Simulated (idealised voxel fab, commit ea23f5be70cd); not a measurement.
Herein follows the process module entitled voxel self aligned contacts.
In the cross-section labelled cut, the width is 280 nm and each square cell is 5 nm.
The cross-sections in this document take the form of a grid made of square cells. They are written out as bands, in order from top to bottom. Each band consists of one or more rows of cells.
First you get the band's top height and its bottom height, in nm, and then the materials it's made of, left to right, with each width in nm. If you see a single material with "everywhere", that one covers the band edge to edge. "air" is empty space.
Ref level 0: as-received wafer is one material below here. Bottom band extends down with no lower bound ("0 -> down").
The expression "30 to 40" gives the width at the extremes of the band, the first number at its top row of cells and the second at its bottom row, with the width changing by equal amounts from each row to the next in between.
What does "no change occurred" mean for a step? It means no cell of the cross-section changed in that step.
"Tabulated closed voids" means: voids of 8 cells or more that are shut off from the top with no open way through. Written width x height at distance, distance from the left edge, in nm.
On each step's line, the part that comes after the settings is the simulator's own comment on the step.
overlay nm: for a step with a mask, the amount by which the mask lay right of where it was planned; a negative amount means left of it.
The steps planned for the process are as follows:
1) RECEIVE (material Si)
2) CONFORMAL_DEP (material SiO2; thk nm 5)
3) DIRECTIONAL_DEP (material polySi; thk nm 20)
4) DIRECTIONAL_DEP (material SiN; thk nm 15)
5) PATTERN (tone cover; mask id GATE; material resist; width nm 25; pitch nm 50; thk nm 20; overlay nm 0)
6) DIRECTIONAL_ETCH (etch materials SiN; depth nm 15)
7) DIRECTIONAL_ETCH (etch materials polySi; depth nm 20)
8) STRIP (etch materials resist)
9) CONFORMAL_DEP (material SiN; thk nm 5)
10) DIRECTIONAL_ETCH (etch materials SiN; depth nm 5)
11) FILL_DEP (material SiO2; thk nm 15)
12) CMP (height nm 45)
13) MASKED_ETCH (tone open; mask id CONTACT; width nm 35; etch materials SiO2; depth nm 45; overlay nm 0)
14) CONFORMAL_DEP (material TiN; thk nm 5)
15) FILL_DEP (material W; thk nm 10)
16) CMP (height nm 45)
17) CONFORMAL_DEP (material SiCN; thk nm 5)
Shown in cross-section is the wafer as received, that is, as it stands after step 1:
  0 -> down = Si everywhere
  Tabulated closed voids: none
Cross-section: first of two wafers, module finished, run according to plan:
  50 -> 45 = SiCN everywhere
  45 -> 40 = 120 of SiO2; 15 of TiN; 5 of W; 15 of TiN; 125 of SiO2
  40 -> 25 = 95 of SiO2; 35 of SiN; 5 of TiN; 5 of W; 5 of TiN; 35 of SiN; 100 of SiO2
  25 -> 5 = 95 of SiO2; 5 of SiN; 25 of polySi; 5 of SiN; 5 of TiN; 5 of W; 5 of TiN; 5 of SiN; 25 of polySi; 5 of SiN; 100 of SiO2
  5 -> 0 = 130 of SiO2; 15 of TiN; 135 of SiO2
  0 -> down = Si everywhere
  Tabulated closed voids: none
Cross-section at end of module for the second wafer of two, which matched the first in starting point and plan and differed by one mistake in its processing:
  50 -> 45 = SiCN everywhere
  45 -> 40 = 120 of SiO2; 15 of TiN; 5 of W; 15 of TiN; 125 of SiO2
  40 -> 25 = 95 of SiO2; 35 of SiN; 5 of TiN; 5 of W; 5 of TiN; 35 of SiN; 100 of SiO2
  25 -> 20 = 130 of SiO2; 15 of TiN; 135 of SiO2
  20 -> 0 = polySi everywhere
  0 -> down = Si everywhere
  Tabulated closed voids: none
Deviation noted in wafer processing: steps 2 and 3 of the plan were each performed in the slot designated for the other
The closing comparison, in cells, has the second wafer with more or fewer of some materials than the first: SiN -16 | SiO2 -156 | TiN -8 | W -4 | polySi +184
